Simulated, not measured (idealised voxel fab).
Proc. module: voxel released beams
Pictured: cross-section cut, 260 nm wide, on a grid of 5 nm square cells.
If you're reading a cross-section in this doc, picture square cells in a grid; it comes to you as bands, top ones listed first down to the bottom, and a band can be one or more rows of cells.
Heights first: top, then bottom, in nm. Then materials, left to right, each with a width in nm. "everywhere" on a single material: fills the band edge to edge. "empty": empty space.
Height 0 is the level under which the wafer as received is all one material. The lowest band goes on downwards, as in "0..down".
When a width is written as two numbers, as in "30 to 40", the first number is the width in the top row of cells of the band and the second is the width in its bottom row, and the width changes by the same amount from each row to the next.
For the purposes of this document, the phrase "left unchanged" attached to a step denotes that no cell within the cross-section was modified by that step.
Reported under the label "Enclosed cavity list" are the empty spaces having no open way to the top and comprising 8 cells or more; the notation for each is width x height at distance, in which the distance is measured from the left edge and all three values are in nm.
Heads up: the bit after the settings on a step's line is the simulator's remark on that step.
overlay nm: for a step with a mask, the amount by which the mask lay right of where it was planned; a negative amount means left of it.
# Here's what the planned process steps look like
- 1: RECEIVE, material Si
- 2: CONFORMAL_DEP, material SiN, thk nm 5
- 3: DIRECTIONAL_DEP, material SiO2, thk nm 20
- 4: DIRECTIONAL_DEP, material aC, thk nm 15
- 5: PATTERN, tone open, mask id ANCHOR, material resist, width nm 25, thk nm 30, overlay nm 0
- 6: DIRECTIONAL_ETCH, etch materials aC, depth nm 15
- 7: STRIP, etch materials resist
- 8: DIRECTIONAL_ETCH, etch materials SiO2, depth nm 20
- 9: STRIP, etch materials aC
- 10: CONFORMAL_DEP, material W, thk nm 10
- 11: PATTERN, tone cover, mask id BEAM, material resist, width nm 80, thk nm 15, overlay nm 0
- 12: DIRECTIONAL_ETCH, etch materials W, depth nm 10
- 13: STRIP, etch materials resist
- 14: STRIP, etch materials SiO2
# first wafer, as planned
# as received, after step 1
  0..down | Si everywhere
  Enclosed cavity list: none
# After step 2: wafer cross-section
  5..0 | SiN everywhere
  Below 0, no change.
# After step 3: wafer cross-section
  25..5 | SiO2 everywhere
  Below 5, no change.
# After step 4: wafer cross-section
  40..25 | aC everywhere
  Below 25, no change.
# After step 5: wafer cross-section
  70..40 | resist: 90  empty: 25  resist: 145
  Below 40, no change.
# After step 6: wafer cross-section
  55..40 | resist: 90  empty: 25  resist: 145
  40..25 | aC: 90  empty: 25  aC: 145
  Below 25, no change.
# After step 7: wafer cross-section
  40..25 | aC: 90  empty: 25  aC: 145
  Below 25, no change.
# After step 8: wafer cross-section
  40..25 | aC: 90  empty: 25  aC: 145
  25..5 | SiO2: 90  empty: 25  SiO2: 145
  Below 5, no change.
# After step 9: wafer cross-section
  25..5 | SiO2: 90  empty: 25  SiO2: 145
  Below 5, no change.
# After step 10: wafer cross-section
  35..25 | W: 100  empty: 5  W: 155
  25..15 | SiO2: 90  W: 10  empty: 5  W: 10  SiO2: 145
  15..5 | SiO2: 90  W: 25  SiO2: 145
  Below 5, no change.
# After step 11: wafer cross-section
  50..35 | empty: 85  resist: 80  empty: 95
  35..25 | W: 100  resist: 5  W: 155
  25..15 | SiO2: 90  W: 10  resist: 5  W: 10  SiO2: 145
  Below 15, no change.
# After step 12: wafer cross-section
  50..35 | empty: 85  resist: 80  empty: 95
  35..25 | empty: 85  W: 15  resist: 5  W: 60  empty: 95
  Below 25, no change.
# After step 13: wafer cross-section
  35..25 | empty: 85  W: 15  empty: 5  W: 60  empty: 95
  25..15 | SiO2: 90  W: 10  empty: 5  W: 10  SiO2: 145
  Below 15, no change.
# After step 14: wafer cross-section
  35..25 | empty: 85  W: 15  empty: 5  W: 60  empty: 95
  25..15 | empty: 90  W: 10  empty: 5  W: 10  empty: 145
  15..5 | empty: 90  W: 25  empty: 145
  Below 5, no change.
# Second wafer: same start and same plan as the first, one execution error; identical to the first through step 10
# Cross-sectional view of the second wafer at the intended end time of process step 11
  50..35 | empty: 85  resist: 85  empty: 90
  35..25 | W: 100  resist: 5  W: 155
  25..15 | SiO2: 90  W: 10  resist: 5  W: 10  SiO2: 145
  Below 15, no change.
# Cross-sectional view of the second wafer at the intended end time of process step 12
  50..35 | empty: 85  resist: 85  empty: 90
  35..25 | empty: 85  W: 15  resist: 5  W: 65  empty: 90
  Below 25, no change.
# Cross-sectional view of the second wafer at the intended end time of process step 13
  35..25 | empty: 85  W: 15  empty: 5  W: 65  empty: 90
  25..15 | SiO2: 90  W: 10  empty: 5  W: 10  SiO2: 145
  Below 15, no change.
# Cross-sectional view of the second wafer at the intended end time of process step 14
  35..25 | empty: 85  W: 15  empty: 5  W: 65  empty: 90
  25..15 | empty: 90  W: 10  empty: 5  W: 10  empty: 145
  15..5 | empty: 90  W: 25  empty: 145
  Below 5, no change.
Want to know what went wrong? note that step 11 departed from the planned setting and was carried out as PATTERN, tone cover, mask id BEAM, material resist, width nm 85, thk nm 15, overlay nm 0
Cell-count delta at end, second wafer over first, by material: +2 W
